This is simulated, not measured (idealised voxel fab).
process module | voxel gate over fins
cross-section cut | 260 nm wide | cells 5 nm
A cross-section is a grid of square cells, given in bands from the top down. A band is one or more rows of cells.
Each band's line starts with the height of the band's top and of its bottom, in nm. Then come its materials from left to right, each with its width in nm. One material with "throughout" fills the band from edge to edge. "air" is empty space.
Height 0 is the level under which the wafer as received is all one material. The lowest band goes on downwards, as in "0 down".
A width such as "30 to 40" changes by the same amount from each row of cells to the next, from the band's top row to its bottom row.
"no change" after a step means that no cell of the cross-section changed.
closed voids: empty space of 8 cells or more with no open way to the top, each as width x height at its distance from the left edge, in nm
after a step's settings: what the simulator itself notes on the step
overlay nm, on a step with a mask: how far to the right of its planned place the mask lay; to the left if negative
plan
1 op RECEIVE | material Si
2 op CONFORMAL_DEP | material SiN | thk nm 5
3 op MASKED_ETCH | tone cover | mask id FINS | width nm 15 | pitch nm 45 | etch materials SiN | depth nm 5 | overlay nm 0
4 op MASKED_ETCH | tone cover | mask id FINS | width nm 15 | pitch nm 45 | etch materials Si | depth nm 35 | overlay nm 0
5 op FILL_DEP | material SiO2 | thk nm 10
6 op CMP | height nm 5
7 op SELECTIVE_ETCH | etch materials SiO2 | depth nm 15
8 op STRIP | etch materials SiN
9 op CONFORMAL_DEP | material HfO2 | thk nm 5
10 op CONFORMAL_DEP | material TiN | thk nm 5
11 op FILL_DEP | material W | thk nm 10
12 op CMP | height nm 15
13 op CONFORMAL_DEP | material SiCN | thk nm 5
varied across the wafers: thk nm of step 10. The plan shows the first wafer's value. All wafers start alike
first wafer as received, after step 1
  0 down: Si throughout
  closed voids: none
first wafer at the end, after step 13
  20 to 15: SiCN throughout
  15 to 10: W throughout
  10 to 5: W 45 | TiN 35 | W 10 | TiN 35 | W 10 | TiN 35 | W 10 | TiN 35 | W 45
  5 to 0: W 45 | TiN 5 | HfO2 25 | TiN 5 | W 10 | TiN 5 | HfO2 25 | TiN 5 | W 10 | TiN 5 | HfO2 25 | TiN 5 | W 10 | TiN 5 | HfO2 25 | TiN 5 | W 45
  0 to -5: TiN 50 | HfO2 5 | Si 15 | HfO2 5 | TiN 20 | HfO2 5 | Si 15 | HfO2 5 | TiN 20 | HfO2 5 | Si 15 | HfO2 5 | TiN 20 | HfO2 5 | Si 15 | HfO2 5 | TiN 50
  -5 to -10: HfO2 55 | Si 15 | HfO2 30 | Si 15 | HfO2 30 | Si 15 | HfO2 30 | Si 15 | HfO2 55
  -10 to -35: SiO2 55 | Si 15 | SiO2 30 | Si 15 | SiO2 30 | Si 15 | SiO2 30 | Si 15 | SiO2 55
  -35 down: Si throughout
  closed voids: none
last wafer at the end
  20 to 15: SiCN throughout
  15 to 5: TiN throughout
  5 to 0: TiN 50 | HfO2 25 | TiN 20 | HfO2 25 | TiN 20 | HfO2 25 | TiN 20 | HfO2 25 | TiN 50
  0 to -5: TiN 50 | HfO2 5 | Si 15 | HfO2 5 | TiN 20 | HfO2 5 | Si 15 | HfO2 5 | TiN 20 | HfO2 5 | Si 15 | HfO2 5 | TiN 20 | HfO2 5 | Si 15 | HfO2 5 | TiN 50
  -5 to -10: HfO2 55 | Si 15 | HfO2 30 | Si 15 | HfO2 30 | Si 15 | HfO2 30 | Si 15 | HfO2 55
  -10 to -35: SiO2 55 | Si 15 | SiO2 30 | Si 15 | SiO2 30 | Si 15 | SiO2 30 | Si 15 | SiO2 55
  -35 down: Si throughout
  closed voids: none
each wafer at the end: cells of each material gained (+) or lost (-) since it was received, then its closed voids
thk nm 5 | +68 HfO2 | -280 Si | +52 SiCN | +200 SiO2 | +68 TiN | +100 W | closed voids: none
thk nm 10 | +68 HfO2 | -280 Si | +52 SiCN | +200 SiO2 | +136 TiN | +32 W | closed voids: none
thk nm 15 | +68 HfO2 | -280 Si | +52 SiCN | +200 SiO2 | +154 TiN | +14 W | closed voids: none
thk nm 20 | +68 HfO2 | -280 Si | +52 SiCN | +200 SiO2 | +168 TiN | closed voids: none
